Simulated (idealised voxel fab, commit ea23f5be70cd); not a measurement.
process module | voxel capacitor over wiring
cross-section cut | 235 nm wide | cells 5 nm
A cross-section is a grid of square cells, given in bands from the top down. A band is one or more rows of cells.
Each band's line starts with the height of the band's top and of its bottom, in nm. Then come its materials from left to right, each with its width in nm. One material with "throughout" fills the band from edge to edge. "air" is empty space.
Height 0 is the level under which the wafer as received is all one material. The lowest band goes on downwards, as in "0 down".
A width such as "30 to 40" changes by the same amount from each row of cells to the next, from the band's top row to its bottom row.
"no change" after a step means that no cell of the cross-section changed.
closed voids: empty space of 8 cells or more with no open way to the top, each as width x height at its distance from the left edge, in nm
after a step's settings: what the simulator itself notes on the step
overlay nm, on a step with a mask: how far to the right of its planned place the mask lay; to the left if negative
plan
1 op RECEIVE | material Si
2 op CONFORMAL_DEP | material SiO2 | thk nm 15
3 op CONFORMAL_DEP | material SiCN | thk nm 5
4 op DIRECTIONAL_DEP | material SiO2 | thk nm 25
5 op MASKED_ETCH | tone open | mask id METAL_1 | width nm 30 | pitch nm 85 | etch materials SiO2 | depth nm 25 | overlay nm 0
6 op MASKED_ETCH | tone open | mask id METAL_1 | width nm 30 | pitch nm 85 | etch materials SiCN | depth nm 5 | overlay nm 0
7 op CONFORMAL_DEP | material TiN | thk nm 5
8 op FILL_DEP | material Cu | thk nm 5
9 op CMP | height nm 45
10 op CONFORMAL_DEP | material SiCN | thk nm 5
11 op DIRECTIONAL_DEP | material SiO2 | thk nm 20
12 op DIRECTIONAL_DEP | material aC | thk nm 15
13 op PATTERN | tone open | mask id PLUG_1 | material resist | width nm 15 | thk nm 30 | overlay nm 0
14 op DIRECTIONAL_ETCH | etch materials aC | depth nm 15
15 op STRIP | etch materials resist
16 op DIRECTIONAL_ETCH | etch materials SiO2 | depth nm 20
17 op DIRECTIONAL_ETCH | etch materials SiCN | depth nm 5
18 op STRIP | etch materials aC
19 op CONFORMAL_DEP | material TiN | thk nm 5
20 op FILL_DEP | material Cu | thk nm 10
21 op CMP | height nm 70
22 op DIRECTIONAL_DEP | material TiN | thk nm 10
23 op DIRECTIONAL_DEP | material HfO2 | thk nm 5
24 op DIRECTIONAL_DEP | material TiN | thk nm 10
25 op PATTERN | tone cover | mask id UPPER_PLATE | material resist | width nm 60 | thk nm 15 | overlay nm 0
26 op DIRECTIONAL_ETCH | etch materials TiN | depth nm 10
27 op DIRECTIONAL_ETCH | etch materials HfO2 | depth nm 5
28 op STRIP | etch materials resist
29 op MASKED_ETCH | tone cover | mask id LOWER_PLATE | width nm 70 | etch materials TiN | depth nm 10 | overlay nm 0
30 op FILL_DEP | material SiO2 | thk nm 15
31 op CMP | height nm 105
32 op DIRECTIONAL_DEP | material aC | thk nm 15
33 op PATTERN | tone open | mask id PLUG_2 | material resist | width nm 15 | thk nm 30 | overlay nm 0
34 op DIRECTIONAL_ETCH | etch materials aC | depth nm 15
35 op STRIP | etch materials resist
36 op DIRECTIONAL_ETCH | etch materials SiO2 | depth nm 10
37 op STRIP | etch materials aC
38 op CONFORMAL_DEP | material TiN | thk nm 5
39 op FILL_DEP | material Ru | thk nm 10
40 op CMP | height nm 105
41 op CONFORMAL_DEP | material SiN | thk nm 5
as received, after step 1
  0 down: Si throughout
  closed voids: none
first wafer at the end, as planned
  110 to 105: SiN throughout
  105 to 100: SiO2 85 | TiN 5 | Ru 5 | TiN 5 | SiO2 135
  100 to 95: SiO2 85 | TiN 15 | SiO2 135
  95 to 85: SiO2 75 | TiN 60 | SiO2 100
  85 to 80: SiO2 75 | HfO2 60 | SiO2 100
  80 to 70: SiO2 70 | TiN 70 | SiO2 95
  70 to 50: SiO2 75 | TiN 5 | Cu 5 | TiN 5 | SiO2 145
  50 to 45: SiCN 75 | TiN 15 | SiCN 145
  45 to 20: SiO2 60 | TiN 5 | Cu 20 | TiN 5 | SiO2 55 | TiN 5 | Cu 20 | TiN 5 | SiO2 60
  20 to 15: SiCN 60 | TiN 30 | SiCN 55 | TiN 30 | SiCN 60
  15 to 0: SiO2 throughout
  0 down: Si throughout
  closed voids: none
second wafer at the end: like start, like plan, one mistake
  110 to 105: SiN throughout
  105 to 100: SiO2 85 | TiN 5 | Ru 5 | TiN 5 | SiO2 135
  100 to 95: SiO2 85 | TiN 15 | SiO2 135
  95 to 85: SiO2 75 | TiN 60 | SiO2 100
  85 to 80: SiO2 75 | HfO2 60 | SiO2 100
  80 to 70: SiO2 70 | TiN 70 | SiO2 95
  70 to 65: SiCN 75 | TiN 15 | SiCN 145
  65 to 45: SiO2 throughout
  45 to 20: SiO2 60 | TiN 5 | Cu 20 | TiN 5 | SiO2 55 | TiN 5 | Cu 20 | TiN 5 | SiO2 60
  20 to 15: SiCN 60 | TiN 30 | SiCN 55 | TiN 30 | SiCN 60
  15 to 0: SiO2 throughout
  0 down: Si throughout
  closed voids: none
what went wrong: steps 10 and 11 were swapped
at the end the second wafer has, in cells: 4 fewer of Cu | 12 more of SiO2 | 8 fewer of TiN
